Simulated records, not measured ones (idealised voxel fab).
A process module follows: voxel ribs on slabs.
Square cell edge 5 nm, section width 160 nm, ID cut.
Cross-section layout: square cells on a grid; listed as bands, top to bottom; a band spans one or more cell rows.
For a band, the entry starts with two heights in nm, that of the top and then that of the bottom, and carries on with the band's materials in order from left to right, each alongside its width in nm; the word "everywhere" beside a single material means it fills the band edge to edge, and "empty" means empty space.
Basically, 0 is our baseline, since under it the wafer straight out of the box is all one material. The bottom band has no lower end and keeps on going down, so it looks like "0 -> down".
The width entry "30..40" should be interpreted row by row: the top row of cells in the band takes the first number, the bottom row takes the second number, and the change between adjacent rows is uniform throughout.
"nothing was modified" -> step changed no cross-section cell.
This entry, "Enclosed internal cavities", enumerates those empty regions of no fewer than 8 cells that possess no open connection to the top. Each region is reported in the form width x height at distance, the distance being taken from the left edge, with all three quantities expressed in nm.
What comes after the settings on a step's line is commentary from the simulator itself on that step.
The line of a step may include "overlay nm". On a step with a mask, this value is how far to the right of its planned place the mask lay. A negative value means the mask lay to the left.
**Steps in the process plan**
step 1: RECEIVE with material Si
step 2: DIRECTIONAL_DEP with material SiO2, thk nm 20
step 3: DIRECTIONAL_DEP with material polySi, thk nm 20
step 4: MASKED_ETCH with tone cover, mask id RIB, width nm 30, etch materials polySi, depth nm 5, overlay nm 0
step 5: PATTERN with tone cover, mask id SLAB, material resist, width nm 80, thk nm 20, overlay nm 0
step 6: DIRECTIONAL_ETCH with etch materials polySi, depth nm 15
step 7: STRIP with etch materials resist
step 8: FILL_DEP with material SiO2, thk nm 20
step 9: CMP with height nm 55
step 10: DIRECTIONAL_DEP with material W, thk nm 10
step 11: MASKED_ETCH with tone cover, mask id HEATER, width nm 40, etch materials W, depth nm 10, overlay nm 0
step 12: CONFORMAL_DEP with material SiN, thk nm 5
**As-received state of the wafer in cross-section, equivalent to post-step 1**
0 -> down: Si everywhere
Enclosed internal cavities: none
**Cross-sectional image of the first of two wafers at the end of the module, the run having proceeded as planned**
70 -> 65: empty: 55 / SiN: 50 / empty: 55
65 -> 60: empty: 55 / SiN: 5 / W: 40 / SiN: 5 / empty: 55
60 -> 55: SiN: 60 / W: 40 / SiN: 60
55 -> 40: SiO2 everywhere
40 -> 35: SiO2: 65 / polySi: 30 / SiO2: 65
35 -> 20: SiO2: 40 / polySi: 80 / SiO2: 40
20 -> 0: SiO2 everywhere
0 -> down: Si everywhere
Enclosed internal cavities: none
**Cross-section, wafer two of two, end of module: same start and plan as wafer one, one error in execution**
70 -> 65: empty: 55 / SiN: 50 / empty: 55
65 -> 60: empty: 55 / SiN: 5 / W: 40 / SiN: 5 / empty: 55
60 -> 55: SiN: 60 / W: 40 / SiN: 60
55 -> 20: SiO2 everywhere
20 -> 0: polySi everywhere
0 -> down: Si everywhere
Enclosed internal cavities: none
In executing the process, a mistake was made relative to the plan: the processing plan was not followed for steps 2 and 3, which were run with their positions exchanged
Wafer comparison, final, in cells, second relative to first, materials more or fewer: SiO2 -74; polySi +74
